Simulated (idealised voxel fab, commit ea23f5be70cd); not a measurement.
Presented below is a process module, voxel wiring stack.
Cross-section cut spans 295 nm and uses square cells 5 nm in size.
For the purposes of this document, a cross-section shall be understood as a grid of square cells, specified as bands listed in top-to-bottom order, each band consisting of one or more rows of cells.
It is stipulated that each band's entry specify, in nanometres, the height of the top of the band and then that of its bottom, followed by the materials of the band in left-to-right sequence, each together with its width in nanometres. A single material marked by the word "edge to edge" is understood to fill the band from edge to edge; the word "air" is understood to denote empty space.
Heights are expressed relative to 0, this being the level below which the as-received wafer comprises one material exclusively. The lowest band is unbounded in the downward direction and is denoted as in "0 down".
A width such as "30 to 40" changes by the same amount from each row of cells to the next, from the band's top row to its bottom row.
Where a step carries "no change occurred", the cross-section came out of it unchanged, cell for cell.
"Closed cavity list" specifies each empty space that is not open to the top and that occupies no fewer than 8 cells, using the form width x height at distance, the distance measured from the left edge and all three quantities in nm.
Heads up: the bit after the settings on a step's line is the simulator's remark on that step.
Regarding "overlay nm": on a step with a mask, it is the distance the mask lay to the right of its planned place; a negative value places it to the left.
**Process steps foreseen in the plan**
- 1: RECEIVE with material Si
- 2: CONFORMAL_DEP with material SiO2, thk nm 10
- 3: CONFORMAL_DEP with material SiCN, thk nm 5
- 4: DIRECTIONAL_DEP with material lowk, thk nm 25
- 5: PATTERN with tone open, mask id METAL_1, material resist, width nm 25, pitch nm 45, thk nm 15, overlay nm 0
- 6: DIRECTIONAL_ETCH with etch materials lowk, depth nm 25
- 7: DIRECTIONAL_ETCH with etch materials SiCN, depth nm 5
- 8: STRIP with etch materials resist
- 9: CONFORMAL_DEP with material TiN, thk nm 5
- 10: FILL_DEP with material Cu, thk nm 5
- 11: CMP with height nm 40
- 12: CONFORMAL_DEP with material SiCN, thk nm 5
- 13: DIRECTIONAL_DEP with material lowk, thk nm 15
- 14: DIRECTIONAL_DEP with material aC, thk nm 15
- 15: PATTERN with tone open, mask id PLUG_1, material resist, width nm 15, thk nm 35, overlay nm 0
- 16: DIRECTIONAL_ETCH with etch materials aC, depth nm 15
- 17: STRIP with etch materials resist
- 18: DIRECTIONAL_ETCH with etch materials lowk, depth nm 15
- 19: DIRECTIONAL_ETCH with etch materials SiCN, depth nm 5
- 20: STRIP with etch materials aC
- 21: EPI with material Ru, thk nm 10
- 22: EPI with material Ru, thk nm 10
- 23: CONFORMAL_DEP with material SiCN, thk nm 5
- 24: DIRECTIONAL_DEP with material lowk, thk nm 15
- 25: PATTERN with tone open, mask id METAL_2, material resist, width nm 25, pitch nm 45, thk nm 20, overlay nm 0
- 26: DIRECTIONAL_ETCH with etch materials lowk, depth nm 15
- 27: DIRECTIONAL_ETCH with etch materials SiCN, depth nm 5
- 28: STRIP with etch materials resist
- 29: CONFORMAL_DEP with material TiN, thk nm 5
- 30: FILL_DEP with material Ru, thk nm 5
- 31: CMP with height nm 80
- 32: CONFORMAL_DEP with material SiCN, thk nm 5
- 33: DIRECTIONAL_DEP with material SiO2, thk nm 20
- 34: PATTERN with tone open, mask id PLUG_2, material resist, width nm 15, thk nm 20, overlay nm 0
- 35: DIRECTIONAL_ETCH with etch materials SiO2, depth nm 20
- 36: DIRECTIONAL_ETCH with etch materials SiCN, depth nm 5
- 37: STRIP with etch materials resist
- 38: CONFORMAL_DEP with material TiN, thk nm 5
- 39: FILL_DEP with material Cu, thk nm 5
- 40: CMP with height nm 105
- 41: DIRECTIONAL_DEP with material TiN, thk nm 5
- 42: DIRECTIONAL_DEP with material Ru, thk nm 25
- 43: DIRECTIONAL_DEP with material aC, thk nm 10
- 44: PATTERN with tone cover, mask id METAL_3, material resist, width nm 25, pitch nm 45, thk nm 25, overlay nm 0
- 45: DIRECTIONAL_ETCH with etch materials aC, depth nm 10
- 46: STRIP with etch materials resist
- 47: DIRECTIONAL_ETCH with etch materials Ru, depth nm 25
- 48: DIRECTIONAL_ETCH with etch materials TiN, depth nm 5
- 49: STRIP with etch materials aC
- 50: CONFORMAL_DEP with material SiN, thk nm 5
- 51: FILL_DEP with material SiO2, thk nm 5
- 52: CMP with height nm 135
- 53: CONFORMAL_DEP with material SiN, thk nm 5
**Cross-sectional view of the wafer in its as-received condition, corresponding to the state after step 1**
* 0 down: Si edge to edge
* Closed cavity list: none
**Cross-section taken at module completion on the first of two wafers; processed per the plan**
* 140 to 135: SiN edge to edge
* 135 to 110: SiO2 105 | SiN 5 | Ru 25 | SiN 5 | SiO2 10 | SiN 5 | Ru 25 | SiN 5 | SiO2 110
* 110 to 105: SiN 110 | TiN 25 | SiN 20 | TiN 25 | SiN 115
* 105 to 85: SiO2 110 | TiN 5 | Cu 5 | TiN 5 | SiO2 170
* 85 to 80: SiCN 110 | TiN 15 | SiCN 170
* 80 to 65: lowk 110 | TiN 5 | Ru 15 | TiN 5 | lowk 20 | TiN 5 | Ru 15 | TiN 5 | lowk 115
* 65 to 60: SiCN 110 | TiN 25 | SiCN 20 | TiN 25 | SiCN 115
* 60 to 45: lowk 110 | Ru 15 | lowk 170
* 45 to 40: SiCN 110 | Ru 15 | SiCN 170
* 40 to 15: lowk 110 | TiN 5 | Cu 15 | TiN 5 | lowk 20 | TiN 5 | Cu 15 | TiN 5 | lowk 115
* 15 to 10: SiCN 110 | TiN 25 | SiCN 20 | TiN 25 | SiCN 115
* 10 to 0: SiO2 edge to edge
* 0 down: Si edge to edge
* Closed cavity list: none
**Cross-section, wafer two of two, end of module: same start and plan as wafer one, one error in execution**
* 140 to 135: SiN edge to edge
* 135 to 110: SiO2 105 | SiN 5 | Ru 25 | SiN 5 | SiO2 10 | SiN 5 | Ru 25 | SiN 5 | SiO2 110
* 110 to 105: SiN 110 | TiN 25 | SiN 20 | TiN 25 | SiN 115
* 105 to 85: SiO2 110 | TiN 5 | Cu 5 | TiN 5 | SiO2 170
* 85 to 80: SiCN 110 | TiN 15 | SiCN 170
* 80 to 65: SiN edge to edge
* 65 to 60: SiCN edge to edge
* 60 to 45: lowk 110 | Ru 15 | lowk 170
* 45 to 40: SiCN 110 | Ru 15 | SiCN 170
* 40 to 15: lowk 110 | TiN 5 | Cu 15 | TiN 5 | lowk 20 | TiN 5 | Cu 15 | TiN 5 | lowk 115
* 15 to 10: SiCN 110 | TiN 25 | SiCN 20 | TiN 25 | SiCN 115
* 10 to 0: SiO2 edge to edge
* 0 down: Si edge to edge
* Closed cavity list: none
Want to know what went wrong? contrary to plan, step 24 was performed as DIRECTIONAL_DEP with material SiN, thk nm 15
FYI, end of process, the second wafer has more or fewer cells of some materials than the first: 18 fewer of Ru | 10 more of SiCN | 177 more of SiN | 22 fewer of TiN | 147 fewer of lowk
